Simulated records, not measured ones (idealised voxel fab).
The name of this process module is voxel self aligned contacts.
cross-section cut | 155 nm wide | cells 5 nm
Cross-section = grid of square cells, listed top down in bands; band = one or more rows. Per band: top height and bottom height in nm, followed by the left-to-right materials and their widths in nm; "edge to edge" marks a single material spanning edge to edge, "empty" marks empty space. A quick word on heights: they are counted from 0, and under that level the wafer as it came to us is one material throughout. The lowest band is different from the rest in having no bottom; it simply continues downward, written as in "0 -> down". The two numbers in a width such as "30..40" mark its ends across the band: the first belongs to the top row of cells, the second to the bottom row, and from each row to the next the width moves by the same amount. Where the words "no change" appear for a step, the cross-section shows no cell changed by that step; every cell remained as before. So "Cavities, sealed" is basically the list of trapped voids: any empty space of 8 cells or more that can't reach the top through an opening. They're written width x height at distance, the distance being from the left edge, and it's all nm. Formally, on a step line, whatever follows the settings is a remark that the simulator itself makes on the step. Each step line may optionally specify "overlay nm", which for a step with a mask gives the rightward distance between the mask's planned place and where it lay, a negative value indicating the leftward direction.
**plan**
- 1: RECEIVE with material Si
- 2: OXIDIZE with depth nm 5
- 3: DIRECTIONAL_DEP with material polySi, thk nm 30
- 4: DIRECTIONAL_DEP with material SiN, thk nm 15
- 5: PATTERN with tone cover, mask id GATE, material resist, width nm 25, pitch nm 50, thk nm 15, overlay nm 0
- 6: DIRECTIONAL_ETCH with etch materials SiN, depth nm 15
- 7: DIRECTIONAL_ETCH with etch materials polySi, depth nm 30
- 8: STRIP with etch materials resist
- 9: CONFORMAL_DEP with material SiN, thk nm 5
- 10: DIRECTIONAL_ETCH with etch materials SiN, depth nm 5
- 11: FILL_DEP with material SiO2, thk nm 15
- 12: CMP with height nm 50
- 13: PATTERN with tone open, mask id CONTACT, material resist, width nm 35, thk nm 20, overlay nm 0
- 14: DIRECTIONAL_ETCH with etch materials SiO2, depth nm 55
- 15: STRIP with etch materials resist
- 16: CONFORMAL_DEP with material TiN, thk nm 5
- 17: FILL_DEP with material Ru, thk nm 10
- 18: CMP with height nm 50
- 19: CONFORMAL_DEP with material SiCN, thk nm 5
**Cross-section of the wafer as it came to us, i.e., already through step 1**
  0 -> down | Si edge to edge
  Cavities, sealed: none
**Cross-sectional result after module completion. Note: starting condition and plan are unchanged from above; one processing mistake was made**
  55 -> 50 | SiCN edge to edge
  50 -> 45 | 35 nm SiO2 / 35 nm SiN / 15 nm TiN / 35 nm SiN / 35 nm SiO2
  45 -> 30 | SiN edge to edge
  30 -> 0 | polySi edge to edge
  0 -> -5 | SiO2 edge to edge
  -5 -> down | Si edge to edge
  Cavities, sealed: none
The mistake made against the process plan was this: plan step 4 was conducted twice
